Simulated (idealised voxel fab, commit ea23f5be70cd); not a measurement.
process module | voxel transistor to metal
cross-section cut | 215 nm wide | cells 5 nm
A cross-section is a grid of square cells, given in bands from the top down. A band is one or more rows of cells.
Each band's line starts with the height of the band's top and of its bottom, in nm. Then come its materials from left to right, each with its width in nm. One material with "throughout" fills the band from edge to edge. "air" is empty space.
Height 0 is the level under which the wafer as received is all one material. The lowest band goes on downwards, as in "0 down".
A width such as "30 to 40" changes by the same amount from each row of cells to the next, from the band's top row to its bottom row.
"no change" after a step means that no cell of the cross-section changed.
closed voids: empty space of 8 cells or more with no open way to the top, each as width x height at its distance from the left edge, in nm
after a step's settings: what the simulator itself notes on the step
overlay nm, on a step with a mask: how far to the right of its planned place the mask lay; to the left if negative
plan
1 op RECEIVE | material Si
2 op OXIDIZE | depth nm 5
3 op CONFORMAL_DEP | material SiN | thk nm 15
4 op MASKED_ETCH | tone cover | mask id ACTIVE | width nm 105 | etch materials SiN | depth nm 15 | overlay nm 0
5 op MASKED_ETCH | tone cover | mask id ACTIVE | width nm 105 | etch materials SiO2 | depth nm 5 | overlay nm 0
6 op MASKED_ETCH | tone cover | mask id ACTIVE | width nm 105 | etch materials Si | depth nm 25 | overlay nm 0
7 op OXIDIZE | depth nm 5
8 op FILL_DEP | material SiO2 | thk nm 15
9 op CMP | height nm 15
10 op SELECTIVE_ETCH | etch materials SiO2 | depth nm 10
11 op STRIP | etch materials SiN
12 op SELECTIVE_ETCH | etch materials SiO2 | depth nm 5
13 op OXIDIZE | depth nm 5
14 op DIRECTIONAL_DEP | material polySi | thk nm 25
15 op DIRECTIONAL_DEP | material SiCN | thk nm 10
16 op PATTERN | tone cover | mask id GATE | material resist | width nm 15 | thk nm 15 | overlay nm 0
17 op DIRECTIONAL_ETCH | etch materials SiCN | depth nm 20
18 op DIRECTIONAL_ETCH | etch materials polySi | depth nm 35
19 op STRIP | etch materials resist
20 op CONFORMAL_DEP | material SiO2 | thk nm 5
21 op DIRECTIONAL_ETCH | etch materials SiO2 | depth nm 5
22 op CONFORMAL_DEP | material SiN | thk nm 10
23 op DIRECTIONAL_ETCH | etch materials SiN | depth nm 10
24 op DIRECTIONAL_ETCH | etch materials SiO2 | depth nm 5
25 op DIRECTIONAL_ETCH | etch materials Si | depth nm 5
26 op EPI | material nSi | thk nm 10
27 op FILL_DEP | material SiO2 | thk nm 10
28 op CMP | height nm 30
29 op DIRECTIONAL_DEP | material SiO2 | thk nm 10
30 op MASKED_ETCH | tone open | mask id CONTACT | width nm 20 | pitch nm 75 | etch materials SiO2 | depth nm 40 | overlay nm 0
31 op CONFORMAL_DEP | material TiN | thk nm 5
32 op FILL_DEP | material W | thk nm 10
33 op CMP | height nm 40
34 op DIRECTIONAL_DEP | material TiN | thk nm 5
35 op DIRECTIONAL_DEP | material W | thk nm 15
36 op MASKED_ETCH | tone cover | mask id METAL_1 | width nm 20 | pitch nm 75 | etch materials W | depth nm 15 | overlay nm 0
37 op MASKED_ETCH | tone cover | mask id METAL_1 | width nm 20 | pitch nm 75 | etch materials TiN | depth nm 5 | overlay nm 0
38 op CONFORMAL_DEP | material SiN | thk nm 5
39 op FILL_DEP | material lowk | thk nm 10
40 op CMP | height nm 60
41 op CONFORMAL_DEP | material SiCN | thk nm 5
42 op DIRECTIONAL_DEP | material SiO2 | thk nm 35
43 op PATTERN | tone open | mask id METAL_2_HOLES | material resist | width nm 15 | pitch nm 75 | thk nm 20 | overlay nm 0
44 op DIRECTIONAL_ETCH | etch materials SiO2 | depth nm 35
45 op STRIP | etch materials resist
46 op DIRECTIONAL_DEP | material aC | thk nm 15
47 op PATTERN | tone open | mask id METAL_2 | material resist | width nm 20 | pitch nm 75 | thk nm 30 | overlay nm 0
48 op DIRECTIONAL_ETCH | etch materials aC | depth nm 15
49 op STRIP | etch materials resist
50 op DIRECTIONAL_ETCH | etch materials SiO2 | depth nm 20
51 op DIRECTIONAL_ETCH | etch materials SiCN | depth nm 5
52 op STRIP | etch materials aC
53 op CONFORMAL_DEP | material TiN | thk nm 5
54 op FILL_DEP | material Ru | thk nm 10
55 op CMP | height nm 100
56 op CONFORMAL_DEP | material SiN | thk nm 5
as received, after step 1
  0 down: Si throughout
  closed voids: none
first wafer at the end, as planned
  105 to 100: SiN throughout
  100 to 85: SiO2 60 | TiN 5 | Ru 10 | TiN 5 | SiO2 55 | TiN 5 | Ru 10 | TiN 5 | SiO2 60
  85 to 80: SiO2 60 | TiN 5 | Ru 5 | TiN 10 | SiO2 55 | TiN 5 | Ru 5 | TiN 10 | SiO2 60
  80 to 65: SiO2 60 | TiN 5 | Ru 5 | TiN 5 | SiO2 60 | TiN 5 | Ru 5 | TiN 5 | SiO2 65
  65 to 60: SiCN 60 | TiN 15 | SiCN 60 | TiN 15 | SiCN 65
  60 to 45: lowk 55 | SiN 5 | W 20 | SiN 5 | lowk 45 | SiN 5 | W 20 | SiN 5 | lowk 55
  45 to 40: SiN 60 | TiN 20 | SiN 55 | TiN 20 | SiN 60
  40 to 30: SiO2 60 | TiN 5 | W 10 | TiN 5 | SiO2 55 | TiN 5 | W 10 | TiN 5 | SiO2 60
  30 to 20: SiO2 60 | TiN 5 | W 10 | TiN 5 | SiO2 5 | SiN 10 | SiO2 5 | SiCN 15 | SiO2 5 | SiN 10 | SiO2 5 | TiN 5 | W 10 | TiN 5 | SiO2 60
  20 to 5: SiO2 60 | TiN 5 | W 10 | TiN 5 | SiO2 5 | SiN 10 | SiO2 5 | polySi 15 | SiO2 5 | SiN 10 | SiO2 5 | TiN 5 | W 10 | TiN 5 | SiO2 60
  5 to 0: SiO2 60 | TiN 20 | SiO2 5 | SiN 10 | SiO2 5 | polySi 15 | SiO2 5 | SiN 10 | SiO2 5 | TiN 20 | SiO2 60
  0 to -5: SiO2 55 | SiN 10 | nSi 20 | SiN 10 | SiO2 5 | polySi 15 | SiO2 5 | SiN 10 | nSi 20 | SiN 10 | SiO2 55
  -5 to -10: SiO2 65 | nSi 20 | SiO2 45 | nSi 20 | SiO2 65
  -10 to -15: SiO2 60 | Si 5 | nSi 20 | Si 45 | nSi 20 | Si 5 | SiO2 60
  -15 to -35: SiO2 60 | Si 95 | SiO2 60
  -35 down: Si throughout
  closed voids: none
second wafer at the end: like start, like plan, one mistake
  105 to 100: W throughout
  100 to 85: SiO2 60 | TiN 5 | Ru 10 | TiN 5 | SiO2 55 | TiN 5 | Ru 10 | TiN 5 | SiO2 60
  85 to 80: SiO2 60 | TiN 5 | Ru 5 | TiN 10 | SiO2 55 | TiN 5 | Ru 5 | TiN 10 | SiO2 60
  80 to 65: SiO2 60 | TiN 5 | Ru 5 | TiN 5 | SiO2 60 | TiN 5 | Ru 5 | TiN 5 | SiO2 65
  65 to 60: SiCN 60 | TiN 15 | SiCN 60 | TiN 15 | SiCN 65
  60 to 45: lowk 55 | SiN 5 | W 20 | SiN 5 | lowk 45 | SiN 5 | W 20 | SiN 5 | lowk 55
  45 to 40: SiN 60 | TiN 20 | SiN 55 | TiN 20 | SiN 60
  40 to 30: SiO2 60 | TiN 5 | W 10 | TiN 5 | SiO2 55 | TiN 5 | W 10 | TiN 5 | SiO2 60
  30 to 20: SiO2 60 | TiN 5 | W 10 | TiN 5 | SiO2 5 | SiN 10 | SiO2 5 | SiCN 15 | SiO2 5 | SiN 10 | SiO2 5 | TiN 5 | W 10 | TiN 5 | SiO2 60
  20 to 5: SiO2 60 | TiN 5 | W 10 | TiN 5 | SiO2 5 | SiN 10 | SiO2 5 | polySi 15 | SiO2 5 | SiN 10 | SiO2 5 | TiN 5 | W 10 | TiN 5 | SiO2 60
  5 to 0: SiO2 60 | TiN 20 | SiO2 5 | SiN 10 | SiO2 5 | polySi 15 | SiO2 5 | SiN 10 | SiO2 5 | TiN 20 | SiO2 60
  0 to -5: SiO2 55 | SiN 10 | nSi 20 | SiN 10 | SiO2 5 | polySi 15 | SiO2 5 | SiN 10 | nSi 20 | SiN 10 | SiO2 55
  -5 to -10: SiO2 65 | nSi 20 | SiO2 45 | nSi 20 | SiO2 65
  -10 to -15: SiO2 60 | Si 5 | nSi 20 | Si 45 | nSi 20 | Si 5 | SiO2 60
  -15 to -35: SiO2 60 | Si 95 | SiO2 60
  -35 down: Si throughout
  closed voids: none
what went wrong: step 56 ran as: op CONFORMAL_DEP | material W | thk nm 5
at the end the second wafer has, in cells: 43 fewer of SiN | 43 more of W
